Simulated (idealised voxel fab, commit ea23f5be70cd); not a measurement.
The process module presented herein is designated voxel double patterning.
cross-section cut | 260 nm wide | cells 5 nm
Cross-section = grid of square cells, listed top down in bands; band = one or more rows. Heads up on the band format: heights come first, top then bottom, in nm. After that it's the materials left to right, each with its width in nm. A single material flagged "throughout" fills the whole band edge to edge, and "empty" means there's empty space there. We count height from 0. Below that, the starting wafer is all one material. The lowest band never ends at the bottom but goes on down; see "0 -> down" for how that is written. A two-number width, for instance "30..40", indicates that the width is equal to the first number in the top row of the band and to the second number in the bottom row, and that it changes by a constant amount per row of cells. A step reported as "no alterations made" is a step in which no cell of the cross-section changed. Reported under the label "Enclosed empty spaces" are the empty spaces having no open way to the top and comprising 8 cells or more; the notation for each is width x height at distance, in which the distance is measured from the left edge and all three values are in nm. Step line, after settings: the simulator's comment on this step. Regarding "overlay nm": on a step with a mask, it is the distance the mask lay to the right of its planned place; a negative value places it to the left.

Intended process steps:
- 1: RECEIVE, material Si
- 2: CONFORMAL_DEP, material SiO2, thk nm 10
- 3: DIRECTIONAL_DEP, material TiN, thk nm 15
- 4: DIRECTIONAL_DEP, material SiCN, thk nm 5
- 5: MASKED_ETCH, tone open, mask id FIRST, width nm 15, pitch nm 50, etch materials SiCN, depth nm 5, overlay nm 0
- 6: DIRECTIONAL_DEP, material aC, thk nm 15
- 7: PATTERN, tone open, mask id SECOND, material resist, width nm 15, pitch nm 50, thk nm 35, overlay nm 0
- 8: DIRECTIONAL_ETCH, etch materials aC, depth nm 5
- 9: STRIP, etch materials resist
- 10: DIRECTIONAL_ETCH, etch materials SiCN, depth nm 5
- 11: STRIP, etch materials aC
- 12: DIRECTIONAL_ETCH, etch materials TiN, depth nm 15
- 13: STRIP, etch materials SiCN
Wafer-to-wafer difference: depth nm, step 8. Common start. Plan = first wafer's value.

First of several wafers, received after step 1, in cross-section:
	0 -> down  Si throughout
	Enclosed empty spaces: none

After the module's final step, step 13: the first of several wafers in cross-section:
	25 -> 10  TiN: 70 | empty: 15 | TiN: 35 | empty: 15 | TiN: 35 | empty: 15 | TiN: 75
	10 -> 0  SiO2 throughout
	0 -> down  Si throughout
	Enclosed empty spaces: none

Sectional view of the last wafer upon completion of the module:
	25 -> 10  TiN: 70 | empty: 15 | TiN: 10 | empty: 15 | TiN: 10 | empty: 15 | TiN: 10 | empty: 15 | TiN: 10 | empty: 15 | TiN: 75
	10 -> 0  SiO2 throughout
	0 -> down  Si throughout
	Enclosed empty spaces: none

Here is how to read the rows: every wafer has a row, and it shows the wafer at the end of the module, giving for each material how many cells were gained (+) or lost (-) since the wafer was received, then listing its closed voids:
depth nm 5 | +104 SiO2 | +129 TiN | Enclosed empty spaces: none
depth nm 10 | +104 SiO2 | +129 TiN | Enclosed empty spaces: none
depth nm 15 | +104 SiO2 | +111 TiN | Enclosed empty spaces: none
depth nm 20 | +104 SiO2 | +111 TiN | Enclosed empty spaces: none
depth nm 25 | +104 SiO2 | +111 TiN | Enclosed empty spaces: none
depth nm 30 | +104 SiO2 | +111 TiN | Enclosed empty spaces: none
